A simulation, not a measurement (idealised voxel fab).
process module | voxel capacitor over wiring
cross-section cut | 270 nm wide | cells 5 nm
A cross-section is a grid of square cells, given in bands from the top down. A band is one or more rows of cells.
Each band's line starts with the height of the band's top and of its bottom, in nm. Then come its materials from left to right, each with its width in nm. One material with "throughout" fills the band from edge to edge. "air" is empty space.
Height 0 is the level under which the wafer as received is all one material. The lowest band goes on downwards, as in "0 down".
A width such as "30 to 40" changes by the same amount from each row of cells to the next, from the band's top row to its bottom row.
"no change" after a step means that no cell of the cross-section changed.
closed voids: empty space of 8 cells or more with no open way to the top, each as width x height at its distance from the left edge, in nm
after a step's settings: what the simulator itself notes on the step
overlay nm, on a step with a mask: how far to the right of its planned place the mask lay; to the left if negative
plan
1 op RECEIVE | material Si
2 op CONFORMAL_DEP | material SiO2 | thk nm 15
3 op CONFORMAL_DEP | material SiCN | thk nm 5
4 op DIRECTIONAL_DEP | material lowk | thk nm 25
5 op MASKED_ETCH | tone open | mask id METAL_1 | width nm 20 | pitch nm 90 | etch materials lowk | depth nm 25 | overlay nm 0
6 op MASKED_ETCH | tone open | mask id METAL_1 | width nm 20 | pitch nm 90 | etch materials SiCN | depth nm 5 | overlay nm 0
7 op CONFORMAL_DEP | material TiN | thk nm 5
8 op FILL_DEP | material W | thk nm 5
9 op CMP | height nm 45
10 op CONFORMAL_DEP | material SiCN | thk nm 5
11 op DIRECTIONAL_DEP | material lowk | thk nm 20
12 op MASKED_ETCH | tone open | mask id PLUG_1 | width nm 15 | etch materials lowk | depth nm 20 | overlay nm 0
13 op MASKED_ETCH | tone open | mask id PLUG_1 | width nm 15 | etch materials SiCN | depth nm 5 | overlay nm 0
14 op CONFORMAL_DEP | material TiN | thk nm 5
15 op FILL_DEP | material Ru | thk nm 5
16 op CMP | height nm 70
17 op DIRECTIONAL_DEP | material TiN | thk nm 10
18 op DIRECTIONAL_DEP | material HfO2 | thk nm 5
19 op DIRECTIONAL_DEP | material TiN | thk nm 10
20 op MASKED_ETCH | tone cover | mask id UPPER_PLATE | width nm 75 | etch materials TiN | depth nm 10 | overlay nm 0
21 op MASKED_ETCH | tone cover | mask id UPPER_PLATE | width nm 75 | etch materials HfO2 | depth nm 5 | overlay nm 0
22 op PATTERN | tone cover | mask id LOWER_PLATE | material resist | width nm 85 | thk nm 15 | overlay nm 0
23 op DIRECTIONAL_ETCH | etch materials TiN | depth nm 10
24 op STRIP | etch materials resist
25 op FILL_DEP | material SiO2 | thk nm 15
26 op CMP | height nm 105
27 op DIRECTIONAL_DEP | material aC | thk nm 10
28 op PATTERN | tone open | mask id PLUG_2 | material resist | width nm 15 | thk nm 30 | overlay nm 0
29 op DIRECTIONAL_ETCH | etch materials aC | depth nm 10
30 op STRIP | etch materials resist
31 op DIRECTIONAL_ETCH | etch materials SiO2 | depth nm 10
32 op STRIP | etch materials aC
33 op CONFORMAL_DEP | material TiN | thk nm 5
34 op FILL_DEP | material Ru | thk nm 5
35 op CMP | height nm 105
36 op CONFORMAL_DEP | material SiN | thk nm 5
as received, after step 1
  0 down: Si throughout
  closed voids: none
a wafer at the end: this start, this plan, one mistake
  110 to 105: SiN throughout
  105 to 100: SiO2 95 | TiN 5 | Ru 5 | TiN 5 | SiO2 160
  100 to 95: SiO2 95 | TiN 15 | SiO2 160
  95 to 85: SiO2 85 | TiN 75 | SiO2 110
  85 to 80: SiO2 85 | HfO2 75 | SiO2 110
  80 to 70: SiO2 80 | TiN 85 | SiO2 105
  70 to 50: lowk 85 | TiN 5 | Ru 5 | TiN 5 | lowk 170
  50 to 45: SiCN 85 | TiN 15 | SiCN 170
  45 to 40: SiCN 80 | TiN 20 | SiCN 70 | TiN 20 | SiCN 80
  40 to 15: lowk throughout
  15 to 0: SiO2 throughout
  0 down: Si throughout
  closed voids: none
what went wrong: steps 3 and 4 were swapped
